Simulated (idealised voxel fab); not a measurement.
Module name: voxel self aligned vias (process module)
cross-section cut | 170 nm wide | cells 5 nm
A cross-section is a grid of square cells, given in bands from the top down. A band is one or more rows of cells.
Per band: top height and bottom height in nm, followed by the left-to-right materials and their widths in nm; "throughout" marks a single material spanning edge to edge, "air" marks empty space.
For the purposes of this specification, 0 denotes the height below which the wafer in its as-received condition is composed wholly of one material, and the lowermost band, lacking a lower limit, extends downward without end, as expressed in "0 -> down".
With a width like "30->40", each row of cells in the band differs from the next by the same amount, the top row carrying the first number and the bottom row the second.
A step reported as "no modification" is a step in which no cell of the cross-section changed.
So "Sealed void listing" is basically the list of trapped voids: any empty space of 8 cells or more that can't reach the top through an opening. They're written width x height at distance, the distance being from the left edge, and it's all nm.
Anything after a step's settings on that line? It's the simulator's own note about the step.
overlay nm: mask offset rightward from planned place, masked step; negative means leftward offset.

# Below is the list of planned process steps
1 RECEIVE, material Si
2 CONFORMAL_DEP, material SiO2, thk nm 5
3 CONFORMAL_DEP, material SiCN, thk nm 5
4 DIRECTIONAL_DEP, material lowk, thk nm 30
5 PATTERN, tone open, mask id LINES, material resist, width nm 25, pitch nm 50, thk nm 20, overlay nm 0
6 DIRECTIONAL_ETCH, etch materials lowk, depth nm 30
7 STRIP, etch materials resist
8 CONFORMAL_DEP, material TiN, thk nm 5
9 FILL_DEP, material W, thk nm 5
10 CMP, height nm 50
11 SELECTIVE_ETCH, etch materials W Ru TiN, depth nm 5
12 FILL_DEP, material SiN, thk nm 5
13 CMP, height nm 50
14 DIRECTIONAL_DEP, material lowk, thk nm 15
15 MASKED_ETCH, tone open, mask id VIAS, width nm 35, pitch nm 100, etch materials lowk, depth nm 15, overlay nm 0
16 MASKED_ETCH, tone open, mask id VIAS, width nm 35, pitch nm 100, etch materials SiN, depth nm 5, overlay nm 0
17 CONFORMAL_DEP, material TiN, thk nm 5
18 FILL_DEP, material W, thk nm 10
19 CMP, height nm 65
20 CONFORMAL_DEP, material SiN, thk nm 5
The plan shows the thk nm of step 2 as the first wafer had it; this setting differs between the wafers, which start out alike.

# Received wafers, first of several: cross-section after step 1
    0 -> down: Si throughout
    Sealed void listing: none

# End-of-module cross-section, first of several wafers, after last step 20
    70 -> 65: SiN throughout
    65 -> 50: lowk 15, then TiN 5, then W 25, then TiN 5, then lowk 65, then TiN 5, then W 25, then TiN 5, then lowk 20
    50 -> 45: SiN 15, then TiN 35, then SiN 65, then TiN 35, then SiN 20
    45 -> 40: TiN 25, then W 15, then TiN 35, then W 15, then TiN 35, then W 15, then TiN 30
    40 -> 15: lowk 20, then TiN 5, then W 15, then TiN 5, then lowk 25, then TiN 5, then W 15, then TiN 5, then lowk 25, then TiN 5, then W 15, then TiN 5, then lowk 25
    15 -> 10: lowk 20, then TiN 25, then lowk 25, then TiN 25, then lowk 25, then TiN 25, then lowk 25
    10 -> 5: SiCN throughout
    5 -> 0: SiO2 throughout
    0 -> down: Si throughout
    Sealed void listing: none

# Final wafer of several, shown in cross-section at the end of the module
    70 -> 65: SiN throughout
    65 -> 55: lowk 15, then TiN 5, then W 25, then TiN 5, then lowk 65, then TiN 5, then W 25, then TiN 5, then lowk 20
    55 -> 50: lowk 15, then TiN 10, then W 15, then TiN 10, then lowk 65, then TiN 10, then W 15, then TiN 10, then lowk 20
    50 -> 45: lowk 20, then TiN 25, then lowk 25, then SiN 25, then lowk 25, then TiN 25, then lowk 25
    45 -> 40: lowk 20, then TiN 5, then W 15, then TiN 5, then lowk 25, then TiN 5, then W 15, then TiN 5, then lowk 25, then TiN 5, then W 15, then TiN 5, then lowk 25
    40 -> 35: lowk 20, then TiN 25, then lowk 25, then TiN 25, then lowk 25, then TiN 25, then lowk 25
    35 -> 30: SiCN throughout
    30 -> 0: SiO2 throughout
    0 -> down: Si throughout
    Sealed void listing: none

# Per wafer (row), end of module: delta in cells per material since receipt, (+) for gained, (-) for lost; closed voids after that
thk nm 5 | +34 SiCN | +54 SiN | +34 SiO2 | +96 TiN | +84 W | +174 lowk | Sealed void listing: none
thk nm 10 | +34 SiCN | +54 SiN | +68 SiO2 | +71 TiN | +75 W | +174 lowk | Sealed void listing: none
thk nm 15 | +34 SiCN | +39 SiN | +102 SiO2 | +65 TiN | +62 W | +174 lowk | Sealed void listing: none
thk nm 20 | +34 SiCN | +39 SiN | +136 SiO2 | +59 TiN | +53 W | +155 lowk | Sealed void listing: none
thk nm 25 | +34 SiCN | +39 SiN | +170 SiO2 | +53 TiN | +44 W | +136 lowk | Sealed void listing: none
thk nm 30 | +34 SiCN | +39 SiN | +204 SiO2 | +47 TiN | +35 W | +117 lowk | Sealed void listing: none
